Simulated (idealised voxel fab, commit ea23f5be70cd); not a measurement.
process module | voxel gate over fins
cross-section cut | 245 nm wide | cells 5 nm
A cross-section is a grid of square cells, given in bands from the top down. A band is one or more rows of cells.
Each band's line starts with the height of the band's top and of its bottom, in nm. Then come its materials from left to right, each with its width in nm. One material with "throughout" fills the band from edge to edge. "air" is empty space.
Height 0 is the level under which the wafer as received is all one material. The lowest band goes on downwards, as in "0 down".
A width such as "30 to 40" changes by the same amount from each row of cells to the next, from the band's top row to its bottom row.
"no change" after a step means that no cell of the cross-section changed.
closed voids: empty space of 8 cells or more with no open way to the top, each as width x height at its distance from the left edge, in nm
after a step's settings: what the simulator itself notes on the step
overlay nm, on a step with a mask: how far to the right of its planned place the mask lay; to the left if negative
plan
1 op RECEIVE | material Si
2 op CONFORMAL_DEP | material SiN | thk nm 5
3 op MASKED_ETCH | tone cover | mask id FINS | width nm 15 | pitch nm 35 | etch materials SiN | depth nm 5 | overlay nm 0
4 op MASKED_ETCH | tone cover | mask id FINS | width nm 15 | pitch nm 35 | etch materials Si | depth nm 30 | overlay nm 0
5 op OXIDIZE | depth nm 5
6 op FILL_DEP | material SiO2 | thk nm 15
7 op CMP | height nm 5
8 op SELECTIVE_ETCH | etch materials SiO2 | depth nm 15
9 op STRIP | etch materials SiN
10 op CONFORMAL_DEP | material HfO2 | thk nm 5
11 op CONFORMAL_DEP | material TiN | thk nm 5
12 op FILL_DEP | material W | thk nm 15
13 op CMP | height nm 20
14 op CONFORMAL_DEP | material SiCN | thk nm 10
first wafer, as planned
as received, after step 1
  0 down: Si throughout
  closed voids: none
after step 2
  5 to 0: SiN throughout
  below 0: unchanged
after step 3
  5 to 0: air 80 | SiN 15 | air 20 | SiN 15 | air 20 | SiN 15 | air 80
  below 0: unchanged
after step 4
  5 to 0: air 80 | SiN 15 | air 20 | SiN 15 | air 20 | SiN 15 | air 80
  0 to -30: air 80 | Si 15 | air 20 | Si 15 | air 20 | Si 15 | air 80
  below -30: unchanged
after step 5
  5 to 0: air 80 | SiN 15 | air 20 | SiN 15 | air 20 | SiN 15 | air 80
  0 to -30: air 80 | SiO2 5 | Si 5 | SiO2 5 | air 20 | SiO2 5 | Si 5 | SiO2 5 | air 20 | SiO2 5 | Si 5 | SiO2 5 | air 80
  -30 to -35: SiO2 85 | Si 5 | SiO2 30 | Si 5 | SiO2 30 | Si 5 | SiO2 85
  below -35: unchanged
after step 6
  20 to 5: SiO2 throughout
  5 to 0: SiO2 80 | SiN 15 | SiO2 20 | SiN 15 | SiO2 20 | SiN 15 | SiO2 80
  0 to -35: SiO2 85 | Si 5 | SiO2 30 | Si 5 | SiO2 30 | Si 5 | SiO2 85
  below -35: unchanged
after step 7
  5 to 0: SiO2 80 | SiN 15 | SiO2 20 | SiN 15 | SiO2 20 | SiN 15 | SiO2 80
  below 0: unchanged
after step 8
  5 to 0: air 80 | SiN 15 | air 20 | SiN 15 | air 20 | SiN 15 | air 80
  0 to -10: air 85 | Si 5 | air 30 | Si 5 | air 30 | Si 5 | air 85
  below -10: unchanged
after step 9
  0 to -10: air 85 | Si 5 | air 30 | Si 5 | air 30 | Si 5 | air 85
  below -10: unchanged
after step 10
  5 to 0: air 80 | HfO2 15 | air 20 | HfO2 15 | air 20 | HfO2 15 | air 80
  0 to -5: air 80 | HfO2 5 | Si 5 | HfO2 5 | air 20 | HfO2 5 | Si 5 | HfO2 5 | air 20 | HfO2 5 | Si 5 | HfO2 5 | air 80
  -5 to -10: HfO2 85 | Si 5 | HfO2 30 | Si 5 | HfO2 30 | Si 5 | HfO2 85
  below -10: unchanged
after step 11
  10 to 5: air 75 | TiN 25 | air 10 | TiN 25 | air 10 | TiN 25 | air 75
  5 to 0: air 75 | TiN 5 | HfO2 15 | TiN 5 | air 10 | TiN 5 | HfO2 15 | TiN 5 | air 10 | TiN 5 | HfO2 15 | TiN 5 | air 75
  0 to -5: TiN 80 | HfO2 5 | Si 5 | HfO2 5 | TiN 20 | HfO2 5 | Si 5 | HfO2 5 | TiN 20 | HfO2 5 | Si 5 | HfO2 5 | TiN 80
  below -5: unchanged
after step 12
  25 to 10: W throughout
  10 to 5: W 75 | TiN 25 | W 10 | TiN 25 | W 10 | TiN 25 | W 75
  5 to 0: W 75 | TiN 5 | HfO2 15 | TiN 5 | W 10 | TiN 5 | HfO2 15 | TiN 5 | W 10 | TiN 5 | HfO2 15 | TiN 5 | W 75
  below 0: unchanged
after step 13
  20 to 10: W throughout
  below 10: unchanged
after step 14
  30 to 20: SiCN throughout
  below 20: unchanged
second wafer: like start, like plan, one mistake. Through step 1 it matches the first wafer
when step 2 should have ended: no change
when step 3 should have ended: no change
when step 4 should have ended
  0 to -30: air 80 | Si 15 | air 20 | Si 15 | air 20 | Si 15 | air 80
  below -30: unchanged
when step 5 should have ended
  0 to -5: air 80 | SiO2 15 | air 20 | SiO2 15 | air 20 | SiO2 15 | air 80
  -5 to -30: air 80 | SiO2 5 | Si 5 | SiO2 5 | air 20 | SiO2 5 | Si 5 | SiO2 5 | air 20 | SiO2 5 | Si 5 | SiO2 5 | air 80
  -30 to -35: SiO2 85 | Si 5 | SiO2 30 | Si 5 | SiO2 30 | Si 5 | SiO2 85
  below -35: unchanged
when step 6 should have ended
  15 to -5: SiO2 throughout
  -5 to -35: SiO2 85 | Si 5 | SiO2 30 | Si 5 | SiO2 30 | Si 5 | SiO2 85
  below -35: unchanged
when step 7 should have ended
  5 to -5: SiO2 throughout
  below -5: unchanged
when step 8 should have ended
  -5 to -10: air 85 | Si 5 | air 30 | Si 5 | air 30 | Si 5 | air 85
  below -10: unchanged
when step 9 should have ended: no change
when step 10 should have ended
  0 to -5: air 80 | HfO2 15 | air 20 | HfO2 15 | air 20 | HfO2 15 | air 80
  -5 to -10: HfO2 85 | Si 5 | HfO2 30 | Si 5 | HfO2 30 | Si 5 | HfO2 85
  below -10: unchanged
when step 11 should have ended
  5 to 0: air 75 | TiN 25 | air 10 | TiN 25 | air 10 | TiN 25 | air 75
  0 to -5: TiN 80 | HfO2 15 | TiN 20 | HfO2 15 | TiN 20 | HfO2 15 | TiN 80
  below -5: unchanged
when step 12 should have ended
  20 to 5: W throughout
  5 to 0: W 75 | TiN 25 | W 10 | TiN 25 | W 10 | TiN 25 | W 75
  below 0: unchanged
when step 13 should have ended: no change
when step 14 should have ended
  30 to 20: SiCN throughout
  below 20: unchanged
what went wrong: step 2 was left out
at the end the second wafer has, in cells: 6 fewer of HfO2 | 3 fewer of Si | 6 fewer of TiN | 15 more of W
